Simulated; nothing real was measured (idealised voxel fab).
The process module that follows is named voxel released beams.
We display cut, a cross-section 295 nm in width whose square cells are each 5 nm.
For the purposes of this document, a cross-section shall be understood as a grid of square cells, specified as bands listed in top-to-bottom order, each band consisting of one or more rows of cells. Basically the band line says how high the top is and how high the bottom is, in nm, and then what's in it from left to right, every material with its width in nm. Empty space shows up as "blank", and if a single material carries "everywhere" it runs the full band edge to edge. Heads up on the height convention: 0 is the point under which the incoming wafer is all one material, and the lowest band has no bottom, it just keeps going down, like "from 0 down". The two numbers in a width such as "30..40" mark its ends across the band: the first belongs to the top row of cells, the second to the bottom row, and from each row to the next the width moves by the same amount. "stayed the same", as given for a step, is the statement that not any cell of the cross-section underwent a change during that step. "Closed void roster" contains a list of empty spaces, each no smaller than 8 cells and without an open way to the top, written in the form width x height at distance with the distance from the left edge and all three in nm. Heads up: the bit after the settings on a step's line is the simulator's remark on that step. "overlay nm" answers the question of how far to the right of plan the mask lay on a step that has a mask, and when it is negative the answer is to the left.

**plan**
1 RECEIVE, material Si
2 CONFORMAL_DEP, material SiN, thk nm 5
3 DIRECTIONAL_DEP, material SiO2, thk nm 15
4 PATTERN, tone open, mask id ANCHOR, material resist, width nm 35, thk nm 15, overlay nm 0
5 DIRECTIONAL_ETCH, etch materials SiO2, depth nm 15
6 STRIP, etch materials resist
7 CONFORMAL_DEP, material polySi, thk nm 15
8 DIRECTIONAL_DEP, material aC, thk nm 15
9 PATTERN, tone cover, mask id BEAM, material resist, width nm 110, thk nm 35, overlay nm 0
10 DIRECTIONAL_ETCH, etch materials aC, depth nm 15
11 STRIP, etch materials resist
12 DIRECTIONAL_ETCH, etch materials polySi, depth nm 15
13 STRIP, etch materials aC
14 STRIP, etch materials SiO2

**Shown in cross-section is the wafer as received, that is, as it stands after step 1**
  from 0 down | Si everywhere
  Closed void roster: none

**Starting wafer: above. Plan: above. Run: one mistake. Cross-section after the module: below**
  from 35 to 20 | blank=90, then polySi=55, then blank=150
  from 20 to 5 | blank=80, then polySi=15, then SiO2=35, then polySi=70, then blank=95
  from 5 to 0 | SiN everywhere
  from 0 down | Si everywhere
  Closed void roster: none
Want to know what went wrong? rather than as planned, step 4 actually ran as PATTERN, tone cover, mask id ANCHOR, material resist, width nm 35, thk nm 15, overlay nm 0
